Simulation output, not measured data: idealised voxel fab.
process module | voxel self aligned vias
cross-section cut | 295 nm wide | cells 5 nm
A cross-section is a grid of square cells, given in bands from the top down. A band is one or more rows of cells.
Each band's line starts with the height of the band's top and of its bottom, in nm. Then come its materials from left to right, each with its width in nm. One material with "throughout" fills the band from edge to edge. "air" is empty space.
Height 0 is the level under which the wafer as received is all one material. The lowest band goes on downwards, as in "0 down".
A width such as "30 to 40" changes by the same amount from each row of cells to the next, from the band's top row to its bottom row.
"no change" after a step means that no cell of the cross-section changed.
closed voids: empty space of 8 cells or more with no open way to the top, each as width x height at its distance from the left edge, in nm
after a step's settings: what the simulator itself notes on the step
overlay nm, on a step with a mask: how far to the right of its planned place the mask lay; to the left if negative
plan
1 op RECEIVE | material Si
2 op CONFORMAL_DEP | material SiO2 | thk nm 15
3 op CONFORMAL_DEP | material SiCN | thk nm 5
4 op DIRECTIONAL_DEP | material lowk | thk nm 25
5 op MASKED_ETCH | tone open | mask id LINES | width nm 20 | pitch nm 70 | etch materials lowk | depth nm 25 | overlay nm 0
6 op CONFORMAL_DEP | material TiN | thk nm 5
7 op FILL_DEP | material W | thk nm 10
8 op CMP | height nm 45
9 op SELECTIVE_ETCH | etch materials W Ru TiN | depth nm 10
10 op FILL_DEP | material SiN | thk nm 5
11 op CMP | height nm 45
12 op DIRECTIONAL_DEP | material lowk | thk nm 20
13 op DIRECTIONAL_DEP | material aC | thk nm 15
14 op PATTERN | tone open | mask id VIAS | material resist | width nm 40 | pitch nm 70 | thk nm 35 | overlay nm 0
15 op DIRECTIONAL_ETCH | etch materials aC | depth nm 15
16 op STRIP | etch materials resist
17 op DIRECTIONAL_ETCH | etch materials lowk | depth nm 20
18 op DIRECTIONAL_ETCH | etch materials SiN | depth nm 10
19 op STRIP | etch materials aC
20 op CONFORMAL_DEP | material TiN | thk nm 5
21 op FILL_DEP | material Cu | thk nm 10
22 op CMP | height nm 65
23 op CONFORMAL_DEP | material SiCN | thk nm 5
as received, after step 1
  0 down: Si throughout
  closed voids: none
a wafer at the end: this start, this plan, one mistake
  70 to 65: SiCN throughout
  65 to 40: lowk 55 | TiN 5 | Cu 30 | TiN 5 | lowk 30 | TiN 5 | Cu 30 | TiN 5 | lowk 30 | TiN 5 | Cu 30 | TiN 5 | lowk 60
  40 to 35: lowk 55 | TiN 40 | lowk 30 | TiN 40 | lowk 30 | TiN 40 | lowk 60
  35 to 25: lowk 55 | TiN 15 | W 10 | TiN 15 | lowk 30 | TiN 15 | W 10 | TiN 15 | lowk 30 | TiN 15 | W 10 | TiN 15 | lowk 60
  25 to 20: lowk 65 | TiN 20 | lowk 50 | TiN 20 | lowk 50 | TiN 20 | lowk 70
  20 to 15: SiCN throughout
  15 to 0: SiO2 throughout
  0 down: Si throughout
  closed voids: none
what went wrong: step 17 was run twice
